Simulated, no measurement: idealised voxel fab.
Title: Process Module voxel capacitor over wiring
Section cut is 200 nm wide and gridded with 5 nm square cells.
We lay out every cross-section as a grid of square cells and spell it out in bands from the top down, where one band means one or more rows of cells.
Per band: top height and bottom height in nm, followed by the left-to-right materials and their widths in nm; "full width" marks a single material spanning edge to edge, "air" marks empty space.
The level at which height equals 0 is the one under which the wafer, as it arrives, is entirely one material. No lower edge exists for the bottom band, which continues downward and is notated as in "top 0, no bottom".
Width spec "30..40" -> top row of cells at first value, bottom row at second value, equal per-row change in between.
"left unchanged" after a step means that no cell of the cross-section changed.
Any empty space of 8 cells or more lacking an open way to the top shows up in "Enclosed internal voids" as width x height at distance, distance from the left edge, in nm.
The remark found on a step's line after its settings is issued by the simulator itself and pertains to that step.
overlay nm: mask offset rightward from planned place, masked step; negative means leftward offset.
[This section lists the process steps that were planned]
1 RECEIVE [material Si]
2 CONFORMAL_DEP [material SiO2] [thk nm 15]
3 DIRECTIONAL_DEP [material TiN] [thk nm 5]
4 DIRECTIONAL_DEP [material W] [thk nm 25]
5 MASKED_ETCH [tone cover] [mask id METAL_1] [width nm 20] [pitch nm 90] [etch materials W] [depth nm 25] [overlay nm 0]
6 MASKED_ETCH [tone cover] [mask id METAL_1] [width nm 20] [pitch nm 90] [etch materials TiN] [depth nm 5] [overlay nm 0]
7 FILL_DEP [material SiO2] [thk nm 10]
8 CMP [height nm 45]
9 CONFORMAL_DEP [material SiCN] [thk nm 5]
10 DIRECTIONAL_DEP [material SiO2] [thk nm 20]
11 DIRECTIONAL_DEP [material aC] [thk nm 10]
12 PATTERN [tone open] [mask id PLUG_1] [material resist] [width nm 15] [thk nm 25] [overlay nm 0]
13 DIRECTIONAL_ETCH [etch materials aC] [depth nm 10]
14 STRIP [etch materials resist]
15 DIRECTIONAL_ETCH [etch materials SiO2] [depth nm 20]
16 DIRECTIONAL_ETCH [etch materials SiCN] [depth nm 5]
17 STRIP [etch materials aC]
18 CONFORMAL_DEP [material TiN] [thk nm 5]
19 FILL_DEP [material W] [thk nm 5]
20 CMP [height nm 70]
21 DIRECTIONAL_DEP [material TiN] [thk nm 10]
22 DIRECTIONAL_DEP [material HfO2] [thk nm 5]
23 DIRECTIONAL_DEP [material TiN] [thk nm 5]
24 DIRECTIONAL_DEP [material aC] [thk nm 15]
25 PATTERN [tone cover] [mask id UPPER_PLATE] [material resist] [width nm 75] [thk nm 30] [overlay nm 0]
26 DIRECTIONAL_ETCH [etch materials aC] [depth nm 15]
27 STRIP [etch materials resist]
28 DIRECTIONAL_ETCH [etch materials TiN] [depth nm 5]
29 DIRECTIONAL_ETCH [etch materials HfO2] [depth nm 5]
30 STRIP [etch materials aC]
31 PATTERN [tone cover] [mask id LOWER_PLATE] [material resist] [width nm 85] [thk nm 20] [overlay nm 0]
32 DIRECTIONAL_ETCH [etch materials TiN] [depth nm 10]
33 STRIP [etch materials resist]
34 FILL_DEP [material SiO2] [thk nm 20]
35 CMP [height nm 105]
36 DIRECTIONAL_DEP [material aC] [thk nm 15]
37 PATTERN [tone open] [mask id PLUG_2] [material resist] [width nm 15] [thk nm 35] [overlay nm 0]
38 DIRECTIONAL_ETCH [etch materials aC] [depth nm 15]
39 STRIP [etch materials resist]
40 DIRECTIONAL_ETCH [etch materials SiO2] [depth nm 15]
41 STRIP [etch materials aC]
42 CONFORMAL_DEP [material TiN] [thk nm 5]
43 FILL_DEP [material Cu] [thk nm 5]
44 CMP [height nm 105]
45 CONFORMAL_DEP [material SiN] [thk nm 5]
[Step 1 complete: cross-section of the wafer as received]
  top 0, no bottom  Si full width
  Enclosed internal voids: none
[The plan above was carried out on the starting structure above with one mistake, and this cross-section shows the wafer at the end of the module]
  top 110, bottom 105  SiN full width
  top 105, bottom 95  SiO2=60, TiN=5, Cu=5, TiN=5, SiO2=125
  top 95, bottom 85  SiO2=60..50, TiN=15..75, SiO2=125..75
  top 85, bottom 80  SiO2=50, HfO2=75, SiO2=75
  top 80, bottom 70  SiO2=45, TiN=85, SiO2=70
  top 70, bottom 65  SiCN=50, TiN=15, SiCN=135
  top 65, bottom 45  SiO2 full width
  top 45, bottom 20  SiO2=45, W=20, SiO2=70, W=20, SiO2=45
  top 20, bottom 15  SiO2=45, TiN=20, SiO2=70, TiN=20, SiO2=45
  top 15, bottom 0  SiO2 full width
  top 0, no bottom  Si full width
  Enclosed internal voids: none
In executing the process, a mistake was made relative to the plan: steps 9 and 10 of the plan were each performed in the slot designated for the other
